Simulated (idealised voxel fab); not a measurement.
process module | voxel lift off
In the cross-section labelled cut, the width is 180 nm and each square cell is 5 nm.
A cross-section is a grid of square cells, given in bands from the top down. A band is one or more rows of cells.
Within each band entry, the heights of the top and of the bottom of the band appear first, in that order and in nm; the materials of the band then follow from left to right, each with its corresponding width in nm. The designation "throughout" on a single material indicates that it fills the band from edge to edge; the designation "air" indicates empty space.
It should be noted that heights are counted from 0, beneath which the wafer as supplied is of one material throughout, and that the lowest band possesses no lower boundary but continues downward, as written in "0 nm and below".
A two-number width, for instance "30..40", indicates that the width is equal to the first number in the top row of the band and to the second number in the bottom row, and that it changes by a constant amount per row of cells.
Where the words "stayed the same" appear for a step, the cross-section shows no cell changed by that step; every cell remained as before.
"Enclosed void inventory" - sealed voids, min. 8 cells, no opening to top; format: width x height at distance (distance from left edge; nm throughout).
That trailing text on a step's line, after the settings, is the simulator's own remark on the step.
overlay nm, on a step with a mask: how far to the right of its planned place the mask lay; to the left if negative

THE STEPS PLANNED FOR THE PROCESS ARE AS FOLLOWS
| 1 | RECEIVE [material Si] |
| 2 | CONFORMAL_DEP [material Al2O3] [thk nm 5] |
| 3 | PATTERN [tone open] [mask id LINES] [material resist] [width nm 25] [pitch nm 50] [thk nm 25] [overlay nm 0] |
| 4 | DIRECTIONAL_DEP [material Ru] [thk nm 10] |
| 5 | STRIP [etch materials resist] |
| 6 | CONFORMAL_DEP [material SiN] [thk nm 5] |
Variable across wafers: step 2 thk nm (plan value is that of the first wafer; starting state common to all).

FIRST OF SEVERAL WAFERS, RECEIVED AFTER STEP 1, IN CROSS-SECTION
- 0 nm and below  Si throughout
- Enclosed void inventory: none

SO IN THIS TABLE EVERY WAFER GETS ITS OWN ROW, AND WHAT YOU SEE IS WHERE IT STANDS AT THE END OF THE MODULE: FOR EACH MATERIAL, HOW MANY CELLS IT PICKED UP (+) OR GAVE UP (-) SINCE WE RECEIVED IT, AND AFTER THAT ITS CLOSED VOIDS
thk nm 5; +36 Al2O3; +20 Ru; +44 SiN; Enclosed void inventory: none
thk nm 10; +72 Al2O3; +20 Ru; +44 SiN; Enclosed void inventory: none
thk nm 15; +108 Al2O3; +20 Ru; +44 SiN; Enclosed void inventory: none
thk nm 20; +144 Al2O3; +20 Ru; +44 SiN; Enclosed void inventory: none
thk nm 25; +180 Al2O3; +20 Ru; +44 SiN; Enclosed void inventory: none
thk nm 30; +216 Al2O3; +20 Ru; +44 SiN; Enclosed void inventory: none
